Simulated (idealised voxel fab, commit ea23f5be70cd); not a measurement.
A process module follows: voxel trench capacitor.
270 nm wide, 5 nm square cells: that's cross-section cut.
Heads up, the way a cross-section reads in here is a grid of square cells, handed over as bands from the top down, with every band being one or more rows of cells. For a band, the entry starts with two heights in nm, that of the top and then that of the bottom, and carries on with the band's materials in order from left to right, each alongside its width in nm; the word "throughout" beside a single material means it fills the band edge to edge, and "air" means empty space. We count height from 0. Below that, the starting wafer is all one material. The lowest band never ends at the bottom but goes on down; see "top 0, no bottom" for how that is written. Width spec "30 to 40" -> top row of cells at first value, bottom row at second value, equal per-row change in between. Take "remained the same" at face value: in the step it is given for, the cross-section changed in none of its cells. The entry titled "Fully sealed voids" provides the empty spaces that have no open way to the top, restricted to those of 8 cells or more. Each is presented as width x height at distance, the distance being measured from the left edge, with all three in nm. Read whatever lies past the settings on a step's line as the simulator's own remark about the step. What "overlay nm" on a step's line means: if the step has a mask, that mask lay this far to the right of its planned place, or, when the value is negative, to the left.
Here's what the planned process steps look like:
step 1: RECEIVE with material Si
step 2: CONFORMAL_DEP with material SiN, thk nm 5
step 3: DIRECTIONAL_DEP with material aC, thk nm 15
step 4: PATTERN with tone open, mask id TRENCH, material resist, width nm 15, pitch nm 30, thk nm 35, overlay nm -15
step 5: DIRECTIONAL_ETCH with etch materials aC, depth nm 15
step 6: STRIP with etch materials resist
step 7: DIRECTIONAL_ETCH with etch materials SiN, depth nm 5
step 8: DIRECTIONAL_ETCH with etch materials Si, depth nm 35
step 9: STRIP with etch materials aC
step 10: CONFORMAL_DEP with material SiO2, thk nm 5
step 11: FILL_DEP with material polySi, thk nm 10
step 12: CMP with height nm 5
For clarity, it should be stated that the wafers under discussion commence in an identical condition and differ with respect to the overlay nm of step 4, the plan indicating the value that the first wafer had.
Sectional view: first of several wafers, as received, after step 1:
* top 0, no bottom: Si throughout
* Fully sealed voids: none
Cross-sectional representation of the first of several wafers at the end of the module, i.e. after its terminal step, step 12:
* top 5, bottom 0: 80 nm SiN / 5 nm SiO2 / 5 nm polySi / 5 nm SiO2 / 15 nm SiN / 5 nm SiO2 / 5 nm polySi / 5 nm SiO2 / 15 nm SiN / 5 nm SiO2 / 5 nm polySi / 5 nm SiO2 / 115 nm SiN
* top 0, bottom -30: 80 nm Si / 5 nm SiO2 / 5 nm polySi / 5 nm SiO2 / 15 nm Si / 5 nm SiO2 / 5 nm polySi / 5 nm SiO2 / 15 nm Si / 5 nm SiO2 / 5 nm polySi / 5 nm SiO2 / 115 nm Si
* top -30, bottom -35: 80 nm Si / 15 nm SiO2 / 15 nm Si / 15 nm SiO2 / 15 nm Si / 15 nm SiO2 / 115 nm Si
* top -35, no bottom: Si throughout
* Fully sealed voids: none
Cross-sectional view, end of module, last wafer of several:
* top 5, bottom 0: 110 nm SiN / 5 nm SiO2 / 5 nm polySi / 5 nm SiO2 / 15 nm SiN / 5 nm SiO2 / 5 nm polySi / 5 nm SiO2 / 15 nm SiN / 5 nm SiO2 / 5 nm polySi / 5 nm SiO2 / 85 nm SiN
* top 0, bottom -30: 110 nm Si / 5 nm SiO2 / 5 nm polySi / 5 nm SiO2 / 15 nm Si / 5 nm SiO2 / 5 nm polySi / 5 nm SiO2 / 15 nm Si / 5 nm SiO2 / 5 nm polySi / 5 nm SiO2 / 85 nm Si
* top -30, bottom -35: 110 nm Si / 15 nm SiO2 / 15 nm Si / 15 nm SiO2 / 15 nm Si / 15 nm SiO2 / 85 nm Si
* top -35, no bottom: Si throughout
* Fully sealed voids: none
Below is a per-wafer table. In it, each row describes the wafer at the end of the module by giving, for each material, the number of cells gained (+) or lost (-) since the wafer was received, and after that the closed voids of the wafer:
overlay nm -15 | -63 Si | +45 SiN | +51 SiO2 | +21 polySi | Fully sealed voids: none
overlay nm -10 | -63 Si | +45 SiN | +51 SiO2 | +21 polySi | Fully sealed voids: none
overlay nm -5 | -63 Si | +45 SiN | +51 SiO2 | +21 polySi | Fully sealed voids: none
overlay nm 0 | -63 Si | +45 SiN | +51 SiO2 | +21 polySi | Fully sealed voids: none
overlay nm 5 | -63 Si | +45 SiN | +51 SiO2 | +21 polySi | Fully sealed voids: none
overlay nm 10 | -63 Si | +45 SiN | +51 SiO2 | +21 polySi | Fully sealed voids: none
overlay nm 15 | -63 Si | +45 SiN | +51 SiO2 | +21 polySi | Fully sealed voids: none
